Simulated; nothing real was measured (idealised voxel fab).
The following is a process module called voxel released beams.
The width of the displayed cross-section, cut, is 140 nm; its cells are square, with a size of 5 nm.
Each cross-section below is a grid of square cells, stated as bands in top-down order, with one or more rows of cells making up each band. The entry gives the band's vertical extent as a top height and a bottom height in nm, then its horizontal make-up as materials from left to right, each with a width in nm. "blank" stands for empty space; a single material marked "full width" fills the band edge to edge. Zero point of the height axis is 0; under it, received wafer = one material. Lowest band: continues down indefinitely, "0 nm and below". The notation "30..40" denotes a width that varies across the rows of cells in the band, beginning at the first number in the top row, finishing at the second number in the bottom row, and changing by an identical amount from each row to the next. Step note "no alterations made" = no cross-section cell changed. This entry, "Enclosed internal cavities", enumerates those empty regions of no fewer than 8 cells that possess no open connection to the top. Each region is reported in the form width x height at distance, the distance being taken from the left edge, with all three quantities expressed in nm. Text after the settings on a step's line: the simulator's own remark on that step. Among the settings permitted on a step's line is "overlay nm"; applied to a step with a mask, it specifies the extent to which the mask lay to the right of its planned position, whereas a negative figure signifies a position to the left.
### The planned process steps are enumerated hereunder
| 1 | RECEIVE (material Si) |
| 2 | CONFORMAL_DEP (material Al2O3; thk nm 5) |
| 3 | DIRECTIONAL_DEP (material SiO2; thk nm 15) |
| 4 | PATTERN (tone open; mask id ANCHOR; material resist; width nm 30; thk nm 15; overlay nm 0) |
| 5 | DIRECTIONAL_ETCH (etch materials SiO2; depth nm 15) |
| 6 | STRIP (etch materials resist) |
| 7 | CONFORMAL_DEP (material W; thk nm 10) |
| 8 | MASKED_ETCH (tone cover; mask id BEAM; width nm 85; etch materials W; depth nm 10; overlay nm 0) |
| 9 | STRIP (etch materials SiO2) |
### as received, after step 1
    0 nm and below  Si full width
    Enclosed internal cavities: none
### First wafer of two, sectioned at end of module; run went per plan
    30 nm to 20 nm  blank 25 | W 15 | blank 10 | W 60 | blank 30
    20 nm to 15 nm  blank 30 | W 10 | blank 10 | W 10 | blank 80
    15 nm to 5 nm  blank 30 | W 30 | blank 80
    5 nm to 0 nm  Al2O3 full width
    0 nm and below  Si full width
    Enclosed internal cavities: none
### What the second wafer looks like in cross-section once the module is done. Its start and its plan matched the first wafer's exactly; what differed was one mistake in how it was run
    0 nm and below  Si full width
    Enclosed internal cavities: none
Here's what went sideways: the process deviated at step 2: the operation and settings actually run there were CONFORMAL_DEP (material SiO2; thk nm 5)
FYI, end of process, the second wafer has more or fewer cells of some materials than the first: Al2O3: 28 fewer; W: 46 fewer
